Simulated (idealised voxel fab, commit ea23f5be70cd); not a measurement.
Process module under the name voxel self aligned contacts
Section shown: cut. Width: 185 nm. Cell size: 5 nm, square.
Cross-sections here: square-cell grids, written as top-down lists of bands, a band being one or more rows of cells. Each band's line starts with the height of the band's top and of its bottom, in nm. Then come its materials from left to right, each with its width in nm. One material with "edge to edge" fills the band from edge to edge. "air" is empty space. Heads up on the height convention: 0 is the point under which the incoming wafer is all one material, and the lowest band has no bottom, it just keeps going down, like "0 and below". A width given as "30..40" starts at the first number in the band's top row and ends at the second number in its bottom row, shifting by an equal amount at every step from row to row. "no alterations made" for a step: no cell of the cross-section changed in that step. This entry, "Sealed internal cavities", enumerates those empty regions of no fewer than 8 cells that possess no open connection to the top. Each region is reported in the form width x height at distance, the distance being taken from the left edge, with all three quantities expressed in nm. Step line, after settings: the simulator's comment on this step. Among the settings permitted on a step's line is "overlay nm"; applied to a step with a mask, it specifies the extent to which the mask lay to the right of its planned position, whereas a negative figure signifies a position to the left.
## Planned step list for the process
| 1 | RECEIVE,material Si |
| 2 | CONFORMAL_DEP,material SiO2,thk nm 5 |
| 3 | DIRECTIONAL_DEP,material polySi,thk nm 20 |
| 4 | DIRECTIONAL_DEP,material SiN,thk nm 20 |
| 5 | PATTERN,tone cover,mask id GATE,material resist,width nm 25,pitch nm 60,thk nm 15,overlay nm 0 |
| 6 | DIRECTIONAL_ETCH,etch materials SiN,depth nm 20 |
| 7 | DIRECTIONAL_ETCH,etch materials polySi,depth nm 20 |
| 8 | STRIP,etch materials resist |
| 9 | CONFORMAL_DEP,material SiN,thk nm 5 |
| 10 | DIRECTIONAL_ETCH,etch materials SiN,depth nm 5 |
| 11 | FILL_DEP,material SiO2,thk nm 15 |
| 12 | CMP,height nm 50 |
| 13 | PATTERN,tone open,mask id CONTACT,material resist,width nm 45,thk nm 15,overlay nm 0 |
| 14 | DIRECTIONAL_ETCH,etch materials SiO2,depth nm 50 |
| 15 | STRIP,etch materials resist |
| 16 | CONFORMAL_DEP,material TiN,thk nm 5 |
| 17 | FILL_DEP,material Ru,thk nm 5 |
| 18 | CMP,height nm 50 |
| 19 | CONFORMAL_DEP,material SiN,thk nm 5 |
## First of the two wafers, run per plan
## Shown in cross-section is the wafer as received, that is, as it stands after step 1
    0 and below | Si edge to edge
    Sealed internal cavities: none
## The following cross-section depicts the wafer upon completion of step 2
    5 down to 0 | SiO2 edge to edge
    Nothing below the height 0 has changed.
## The following cross-section depicts the wafer upon completion of step 3
    25 down to 5 | polySi edge to edge
    Nothing below the height 5 has changed.
## The following cross-section depicts the wafer upon completion of step 4
    45 down to 25 | SiN edge to edge
    Nothing below the height 25 has changed.
## The following cross-section depicts the wafer upon completion of step 5
    60 down to 45 | 50 nm air; 25 nm resist; 35 nm air; 25 nm resist; 50 nm air
    Nothing below the height 45 has changed.
## The following cross-section depicts the wafer upon completion of step 6
    60 down to 45 | 50 nm air; 25 nm resist; 35 nm air; 25 nm resist; 50 nm air
    45 down to 25 | 50 nm air; 25 nm SiN; 35 nm air; 25 nm SiN; 50 nm air
    Nothing below the height 25 has changed.
## The following cross-section depicts the wafer upon completion of step 7
    60 down to 45 | 50 nm air; 25 nm resist; 35 nm air; 25 nm resist; 50 nm air
    45 down to 25 | 50 nm air; 25 nm SiN; 35 nm air; 25 nm SiN; 50 nm air
    25 down to 5 | 50 nm air; 25 nm polySi; 35 nm air; 25 nm polySi; 50 nm air
    Nothing below the height 5 has changed.
## The following cross-section depicts the wafer upon completion of step 8
    45 down to 25 | 50 nm air; 25 nm SiN; 35 nm air; 25 nm SiN; 50 nm air
    Nothing below the height 25 has changed.
## The following cross-section depicts the wafer upon completion of step 9
    50 down to 25 | 45 nm air; 35 nm SiN; 25 nm air; 35 nm SiN; 45 nm air
    25 down to 10 | 45 nm air; 5 nm SiN; 25 nm polySi; 5 nm SiN; 25 nm air; 5 nm SiN; 25 nm polySi; 5 nm SiN; 45 nm air
    10 down to 5 | 50 nm SiN; 25 nm polySi; 35 nm SiN; 25 nm polySi; 50 nm SiN
    Nothing below the height 5 has changed.
## The following cross-section depicts the wafer upon completion of step 10
    45 down to 25 | 45 nm air; 35 nm SiN; 25 nm air; 35 nm SiN; 45 nm air
    25 down to 5 | 45 nm air; 5 nm SiN; 25 nm polySi; 5 nm SiN; 25 nm air; 5 nm SiN; 25 nm polySi; 5 nm SiN; 45 nm air
    Nothing below the height 5 has changed.
## The following cross-section depicts the wafer upon completion of step 11
    60 down to 45 | SiO2 edge to edge
    45 down to 25 | 45 nm SiO2; 35 nm SiN; 25 nm SiO2; 35 nm SiN; 45 nm SiO2
    25 down to 5 | 45 nm SiO2; 5 nm SiN; 25 nm polySi; 5 nm SiN; 25 nm SiO2; 5 nm SiN; 25 nm polySi; 5 nm SiN; 45 nm SiO2
    Nothing below the height 5 has changed.
## The following cross-section depicts the wafer upon completion of step 12
    50 down to 45 | SiO2 edge to edge
    Nothing below the height 45 has changed.
## The following cross-section depicts the wafer upon completion of step 13
    65 down to 50 | 70 nm resist; 45 nm air; 70 nm resist
    Nothing below the height 50 has changed.
## The following cross-section depicts the wafer upon completion of step 14
    65 down to 50 | 70 nm resist; 45 nm air; 70 nm resist
    50 down to 45 | 70 nm SiO2; 45 nm air; 70 nm SiO2
    45 down to 25 | 45 nm SiO2; 35 nm SiN; 25 nm air; 35 nm SiN; 45 nm SiO2
    25 down to 5 | 45 nm SiO2; 5 nm SiN; 25 nm polySi; 5 nm SiN; 25 nm air; 5 nm SiN; 25 nm polySi; 5 nm SiN; 45 nm SiO2
    5 down to 0 | 80 nm SiO2; 25 nm air; 80 nm SiO2
    Nothing below the height 0 has changed.
## The following cross-section depicts the wafer upon completion of step 15
    50 down to 45 | 70 nm SiO2; 45 nm air; 70 nm SiO2
    Nothing below the height 45 has changed.
## The following cross-section depicts the wafer upon completion of step 16
    55 down to 50 | 75 nm TiN; 35 nm air; 75 nm TiN
    50 down to 45 | 70 nm SiO2; 15 nm TiN; 15 nm air; 15 nm TiN; 70 nm SiO2
    45 down to 25 | 45 nm SiO2; 35 nm SiN; 5 nm TiN; 15 nm air; 5 nm TiN; 35 nm SiN; 45 nm SiO2
    25 down to 5 | 45 nm SiO2; 5 nm SiN; 25 nm polySi; 5 nm SiN; 5 nm TiN; 15 nm air; 5 nm TiN; 5 nm SiN; 25 nm polySi; 5 nm SiN; 45 nm SiO2
    5 down to 0 | 80 nm SiO2; 25 nm TiN; 80 nm SiO2
    Nothing below the height 0 has changed.
## The following cross-section depicts the wafer upon completion of step 17
    60 down to 55 | Ru edge to edge
    55 down to 50 | 75 nm TiN; 35 nm Ru; 75 nm TiN
    50 down to 45 | 70 nm SiO2; 15 nm TiN; 15 nm Ru; 15 nm TiN; 70 nm SiO2
    45 down to 25 | 45 nm SiO2; 35 nm SiN; 5 nm TiN; 15 nm Ru; 5 nm TiN; 35 nm SiN; 45 nm SiO2
    25 down to 5 | 45 nm SiO2; 5 nm SiN; 25 nm polySi; 5 nm SiN; 5 nm TiN; 15 nm Ru; 5 nm TiN; 5 nm SiN; 25 nm polySi; 5 nm SiN; 45 nm SiO2
    Nothing below the height 5 has changed.
## The following cross-section depicts the wafer upon completion of step 18
    50 down to 45 | 70 nm SiO2; 15 nm TiN; 15 nm Ru; 15 nm TiN; 70 nm SiO2
    Nothing below the height 45 has changed.
## The following cross-section depicts the wafer upon completion of step 19
    55 down to 50 | SiN edge to edge
    Nothing below the height 50 has changed.
## second wafer: like start, like plan, one mistake. Through step 4 it matches the first wafer
## Cross-section: second wafer, time at which step 5 was scheduled to end
    60 down to 45 | 45 nm air; 25 nm resist; 35 nm air; 25 nm resist; 55 nm air
    Nothing below the height 45 has changed.
## Cross-section: second wafer, time at which step 6 was scheduled to end
    60 down to 45 | 45 nm air; 25 nm resist; 35 nm air; 25 nm resist; 55 nm air
    45 down to 25 | 45 nm air; 25 nm SiN; 35 nm air; 25 nm SiN; 55 nm air
    Nothing below the height 25 has changed.
## Cross-section: second wafer, time at which step 7 was scheduled to end
    60 down to 45 | 45 nm air; 25 nm resist; 35 nm air; 25 nm resist; 55 nm air
    45 down to 25 | 45 nm air; 25 nm SiN; 35 nm air; 25 nm SiN; 55 nm air
    25 down to 5 | 45 nm air; 25 nm polySi; 35 nm air; 25 nm polySi; 55 nm air
    Nothing below the height 5 has changed.
## Cross-section: second wafer, time at which step 8 was scheduled to end
    45 down to 25 | 45 nm air; 25 nm SiN; 35 nm air; 25 nm SiN; 55 nm air
    Nothing below the height 25 has changed.
## Cross-section: second wafer, time at which step 9 was scheduled to end
    50 down to 25 | 40 nm air; 35 nm SiN; 25 nm air; 35 nm SiN; 50 nm air
    25 down to 10 | 40 nm air; 5 nm SiN; 25 nm polySi; 5 nm SiN; 25 nm air; 5 nm SiN; 25 nm polySi; 5 nm SiN; 50 nm air
    10 down to 5 | 45 nm SiN; 25 nm polySi; 35 nm SiN; 25 nm polySi; 55 nm SiN
    Nothing below the height 5 has changed.
## Cross-section: second wafer, time at which step 10 was scheduled to end
    45 down to 25 | 40 nm air; 35 nm SiN; 25 nm air; 35 nm SiN; 50 nm air
    25 down to 5 | 40 nm air; 5 nm SiN; 25 nm polySi; 5 nm SiN; 25 nm air; 5 nm SiN; 25 nm polySi; 5 nm SiN; 50 nm air
    Nothing below the height 5 has changed.
## Cross-section: second wafer, time at which step 11 was scheduled to end
    60 down to 45 | SiO2 edge to edge
    45 down to 25 | 40 nm SiO2; 35 nm SiN; 25 nm SiO2; 35 nm SiN; 50 nm SiO2
    25 down to 5 | 40 nm SiO2; 5 nm SiN; 25 nm polySi; 5 nm SiN; 25 nm SiO2; 5 nm SiN; 25 nm polySi; 5 nm SiN; 50 nm SiO2
    Nothing below the height 5 has changed.
## Cross-section: second wafer, time at which step 12 was scheduled to end
    50 down to 45 | SiO2 edge to edge
    Nothing below the height 45 has changed.
## Cross-section: second wafer, time at which step 13 was scheduled to end
    65 down to 50 | 70 nm resist; 45 nm air; 70 nm resist
    Nothing below the height 50 has changed.
## Cross-section: second wafer, time at which step 14 was scheduled to end
    65 down to 50 | 70 nm resist; 45 nm air; 70 nm resist
    50 down to 45 | 70 nm SiO2; 45 nm air; 70 nm SiO2
    45 down to 25 | 40 nm SiO2; 35 nm SiN; 25 nm air; 35 nm SiN; 50 nm SiO2
    25 down to 5 | 40 nm SiO2; 5 nm SiN; 25 nm polySi; 5 nm SiN; 25 nm air; 5 nm SiN; 25 nm polySi; 5 nm SiN; 50 nm SiO2
    5 down to 0 | 75 nm SiO2; 25 nm air; 85 nm SiO2
    Nothing below the height 0 has changed.
## Cross-section: second wafer, time at which step 15 was scheduled to end
    50 down to 45 | 70 nm SiO2; 45 nm air; 70 nm SiO2
    Nothing below the height 45 has changed.
## Cross-section: second wafer, time at which step 16 was scheduled to end
    55 down to 50 | 75 nm TiN; 35 nm air; 75 nm TiN
    50 down to 45 | 70 nm SiO2; 10 nm TiN; 15 nm air; 20 nm TiN; 70 nm SiO2
    45 down to 25 | 40 nm SiO2; 35 nm SiN; 5 nm TiN; 15 nm air; 5 nm TiN; 35 nm SiN; 50 nm SiO2
    25 down to 5 | 40 nm SiO2; 5 nm SiN; 25 nm polySi; 5 nm SiN; 5 nm TiN; 15 nm air; 5 nm TiN; 5 nm SiN; 25 nm polySi; 5 nm SiN; 50 nm SiO2
    5 down to 0 | 75 nm SiO2; 25 nm TiN; 85 nm SiO2
    Nothing below the height 0 has changed.
## Cross-section: second wafer, time at which step 17 was scheduled to end
    60 down to 55 | Ru edge to edge
    55 down to 50 | 75 nm TiN; 35 nm Ru; 75 nm TiN
    50 down to 45 | 70 nm SiO2; 10 nm TiN; 15 nm Ru; 20 nm TiN; 70 nm SiO2
    45 down to 25 | 40 nm SiO2; 35 nm SiN; 5 nm TiN; 15 nm Ru; 5 nm TiN; 35 nm SiN; 50 nm SiO2
    25 down to 5 | 40 nm SiO2; 5 nm SiN; 25 nm polySi; 5 nm SiN; 5 nm TiN; 15 nm Ru; 5 nm TiN; 5 nm SiN; 25 nm polySi; 5 nm SiN; 50 nm SiO2
    Nothing below the height 5 has changed.
## Cross-section: second wafer, time at which step 18 was scheduled to end
    50 down to 45 | 70 nm SiO2; 10 nm TiN; 15 nm Ru; 20 nm TiN; 70 nm SiO2
    Nothing below the height 45 has changed.
## Cross-section: second wafer, time at which step 19 was scheduled to end
    55 down to 50 | SiN edge to edge
    Nothing below the height 50 has changed.
Against the plan, the run slipped here: it should be noted that step 5 was executed with settings other than those planned, the operation and settings actually applied being PATTERN,tone cover,mask id GATE,material resist,width nm 25,pitch nm 60,thk nm 15,overlay nm -5
Tallied in cells, the final second wafer holds each material in the same quantity as the first, although not at the same places.
